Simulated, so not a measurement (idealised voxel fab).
Process module name: voxel local oxidation
Cross-section cut spans 265 nm and uses square cells 5 nm in size.
If you're reading a cross-section in this doc, picture square cells in a grid; it comes to you as bands, top ones listed first down to the bottom, and a band can be one or more rows of cells. The band entry comprises the height of the band's top followed by the height of its bottom, expressed in nm, and subsequently the band's materials from left to right, each stated together with its width in nm. Where a single material is marked with the word "full width", that material fills the band from edge to edge. The word "air" represents empty space. Where do heights start? At 0: under that level the wafer as delivered is made of one material only. And the lowest band has no floor; it just carries on downward, as in "0 down". The notation "30..40" denotes a width that varies across the rows of cells in the band, beginning at the first number in the top row, finishing at the second number in the bottom row, and changing by an identical amount from each row to the next. "no alteration" for a step: no cell of the cross-section changed in that step. The entry "Closed cavity list" lists the empty spaces that cover at least 8 cells and have no open path to the top. Each is written as width x height at distance, where the distance is measured from the left edge and all three values are in nm. If you see something after the settings on a step's line, that's the simulator's own remark about that step. overlay nm: mask right of planned place by this much (step with mask). Neg. = left.
Planned step list for the process:
- 1: RECEIVE: material Si
- 2: OXIDIZE: depth nm 5
- 3: CONFORMAL_DEP: material SiN, thk nm 15
- 4: MASKED_ETCH: tone cover, mask id ACTIVE, width nm 100, etch materials SiN, depth nm 15, overlay nm 0
- 5: SELECTIVE_ETCH: etch materials SiO2, depth nm 5
- 6: OXIDIZE: depth nm 10
- 7: STRIP: etch materials SiN
The first of two wafers, run as planned:
Here's what the wafer looked like in cross-section when it arrived - that's after step 1:
> 0 down | Si full width
> Closed cavity list: none
The wafer in cross-section once step 2 is complete:
> 0 to -5 | SiO2 full width
> Nothing below the height -5 has changed.
The wafer in cross-section once step 3 is complete:
> 15 to 0 | SiN full width
> Nothing below the height 0 has changed.
The wafer in cross-section once step 4 is complete:
> 15 to 0 | 80 of air; 100 of SiN; 85 of air
> Nothing below the height 0 has changed.
The wafer in cross-section once step 5 is complete:
> 15 to 0 | 80 of air; 100 of SiN; 85 of air
> 0 to -5 | 85 of air; 90 of SiO2; 90 of air
> Nothing below the height -5 has changed.
The wafer in cross-section once step 6 is complete:
> 15 to 0 | 80 of air; 100 of SiN; 85 of air
> 0 to -5 | 85 of air; 90 of SiO2; 90 of air
> -5 to -15 | 95 of SiO2; 70 of Si; 100 of SiO2
> Nothing below the height -15 has changed.
The wafer in cross-section once step 7 is complete:
> 0 to -5 | 85 of air; 90 of SiO2; 90 of air
> Nothing below the height -5 has changed.
Okay, second wafer. Nothing different at the start, nothing different in the plan, just one mistake somewhere in the running. As far as step 3, counting that step, it's the first wafer all over again:
What the second wafer looks like in cross-section when step 4 should have wrapped up:
> 15 to 0 | 80 of air; 105 of SiN; 80 of air
> Nothing below the height 0 has changed.
What the second wafer looks like in cross-section when step 5 should have wrapped up:
> 15 to 0 | 80 of air; 105 of SiN; 80 of air
> 0 to -5 | 85 of air; 95 of SiO2; 85 of air
> Nothing below the height -5 has changed.
What the second wafer looks like in cross-section when step 6 should have wrapped up:
> 15 to 0 | 80 of air; 105 of SiN; 80 of air
> 0 to -5 | 85 of air; 95 of SiO2; 85 of air
> -5 to -15 | 95 of SiO2; 75 of Si; 95 of SiO2
> Nothing below the height -15 has changed.
What the second wafer looks like in cross-section when step 7 should have wrapped up:
> 0 to -5 | 85 of air; 95 of SiO2; 85 of air
> Nothing below the height -5 has changed.
Deviation noted in wafer processing: planned and actual differ for step 4; actual: MASKED_ETCH: tone cover, mask id ACTIVE, width nm 105, etch materials SiN, depth nm 15, overlay nm 0
Counted in cells at the end, the second wafer holds more or fewer of these materials than the first: Si +2, SiO2 -1
